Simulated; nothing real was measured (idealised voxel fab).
process module | voxel self aligned vias
cross-section cut | 225 nm wide | cells 5 nm
A cross-section is a grid of square cells, given in bands from the top down. A band is one or more rows of cells.
Each band's line starts with the height of the band's top and of its bottom, in nm. Then come its materials from left to right, each with its width in nm. One material with "throughout" fills the band from edge to edge. "air" is empty space.
Height 0 is the level under which the wafer as received is all one material. The lowest band goes on downwards, as in "0 down".
A width such as "30 to 40" changes by the same amount from each row of cells to the next, from the band's top row to its bottom row.
"no change" after a step means that no cell of the cross-section changed.
closed voids: empty space of 8 cells or more with no open way to the top, each as width x height at its distance from the left edge, in nm
after a step's settings: what the simulator itself notes on the step
overlay nm, on a step with a mask: how far to the right of its planned place the mask lay; to the left if negative
plan
1 op RECEIVE | material Si
2 op CONFORMAL_DEP | material SiO2 | thk nm 10
3 op CONFORMAL_DEP | material SiCN | thk nm 5
4 op DIRECTIONAL_DEP | material SiO2 | thk nm 20
5 op PATTERN | tone open | mask id LINES | material resist | width nm 30 | pitch nm 65 | thk nm 15 | overlay nm 0
6 op DIRECTIONAL_ETCH | etch materials SiO2 | depth nm 20
7 op STRIP | etch materials resist
8 op CONFORMAL_DEP | material TiN | thk nm 5
9 op FILL_DEP | material Ru | thk nm 10
10 op CMP | height nm 35
11 op SELECTIVE_ETCH | etch materials W Ru TiN | depth nm 5
12 op FILL_DEP | material SiN | thk nm 5
13 op CMP | height nm 35
14 op DIRECTIONAL_DEP | material SiO2 | thk nm 15
15 op PATTERN | tone open | mask id VIAS | material resist | width nm 40 | pitch nm 65 | thk nm 15 | overlay nm 0
16 op DIRECTIONAL_ETCH | etch materials SiO2 | depth nm 15
17 op DIRECTIONAL_ETCH | etch materials SiN | depth nm 5
18 op STRIP | etch materials resist
19 op CONFORMAL_DEP | material TiN | thk nm 5
20 op FILL_DEP | material Cu | thk nm 5
21 op CMP | height nm 50
22 op CONFORMAL_DEP | material SiCN | thk nm 5
as received, after step 1
  0 down: Si throughout
  closed voids: none
a wafer at the end: this start, this plan, one mistake
  55 to 50: SiCN throughout
  50 to 40: SiO2 25 | TiN 5 | Cu 30 | TiN 5 | SiO2 25 | TiN 5 | Cu 30 | TiN 5 | SiO2 25 | TiN 5 | Cu 30 | TiN 5 | SiO2 30
  40 to 35: SiO2 25 | TiN 40 | SiO2 25 | TiN 40 | SiO2 25 | TiN 40 | SiO2 30
  35 to 30: SiN 25 | TiN 5 | SiO2 30 | TiN 5 | SiN 25 | TiN 5 | SiO2 30 | TiN 5 | SiN 25 | TiN 5 | SiO2 30 | TiN 5 | SiN 30
  30 to 20: Ru 25 | TiN 5 | SiO2 30 | TiN 5 | Ru 25 | TiN 5 | SiO2 30 | TiN 5 | Ru 25 | TiN 5 | SiO2 30 | TiN 5 | Ru 30
  20 to 15: TiN 30 | SiO2 30 | TiN 35 | SiO2 30 | TiN 35 | SiO2 30 | TiN 35
  15 to 10: SiCN throughout
  10 to 0: SiO2 throughout
  0 down: Si throughout
  closed voids: none
what went wrong: step 5 ran as: op PATTERN | tone cover | mask id LINES | material resist | width nm 30 | pitch nm 65 | thk nm 15 | overlay nm 0
